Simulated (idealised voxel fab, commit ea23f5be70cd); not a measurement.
The process module presented herein is designated voxel released beams.
Displayed cross-section: cut, width of 165 nm, square cells sized 5 nm.
The cross-sections in this document take the form of a grid made of square cells. They are written out as bands, in order from top to bottom. Each band consists of one or more rows of cells. Heights first: top, then bottom, in nm. Then materials, left to right, each with a width in nm. "edge to edge" on a single material: fills the band edge to edge. "air": empty space. The level at which height equals 0 is the one under which the wafer, as it arrives, is entirely one material. No lower edge exists for the bottom band, which continues downward and is notated as in "0 and below". Quick explanation for "30 to 40": the width changes in equal steps down the rows of cells, from the first number in the band's top row to the second number in its bottom row. "remained unchanged", as given for a step, is the statement that not any cell of the cross-section underwent a change during that step. Empty spaces counting at least 8 cells and having no open way to the top are listed in "Sealed internal voids". The notation width x height at distance is used for each, the distance being from the left edge and all three values in nm. Whatever follows a step's settings on its line is a remark the simulator itself makes about that step. On any step carrying a mask, the "overlay nm" setting, if present on the step's line, tells how far right of its planned place the mask lay; negative values point to the left.

The planned process steps are enumerated hereunder:
| 1 | RECEIVE | material Si |
| 2 | CONFORMAL_DEP | material SiN | thk nm 5 |
| 3 | DIRECTIONAL_DEP | material SiO2 | thk nm 20 |
| 4 | MASKED_ETCH | tone open | mask id ANCHOR | width nm 35 | etch materials SiO2 | depth nm 20 | overlay nm 0 |
| 5 | CONFORMAL_DEP | material polySi | thk nm 15 |
| 6 | MASKED_ETCH | tone cover | mask id BEAM | width nm 95 | etch materials polySi | depth nm 15 | overlay nm 0 |
| 7 | STRIP | etch materials SiO2 |

Cross-sectional view of the wafer in its as-received condition, corresponding to the state after step 1:
    0 and below: Si edge to edge
    Sealed internal voids: none

End state of the module in cross-section, given the above starting point and plan and one mistake in execution:
    40 down to 25: air=30 | polySi=10 | air=5 | polySi=80 | air=40
    25 down to 20: air=25 | polySi=15 | air=5 | polySi=15 | air=105
    20 down to 5: air=25 | polySi=35 | air=105
    5 down to 0: SiN edge to edge
    0 and below: Si edge to edge
    Sealed internal voids: none
Short version of what went wrong: heads up, step 4 didn't go per plan, it actually ran as MASKED_ETCH | tone open | mask id ANCHOR | width nm 35 | etch materials SiO2 | depth nm 20 | overlay nm -10
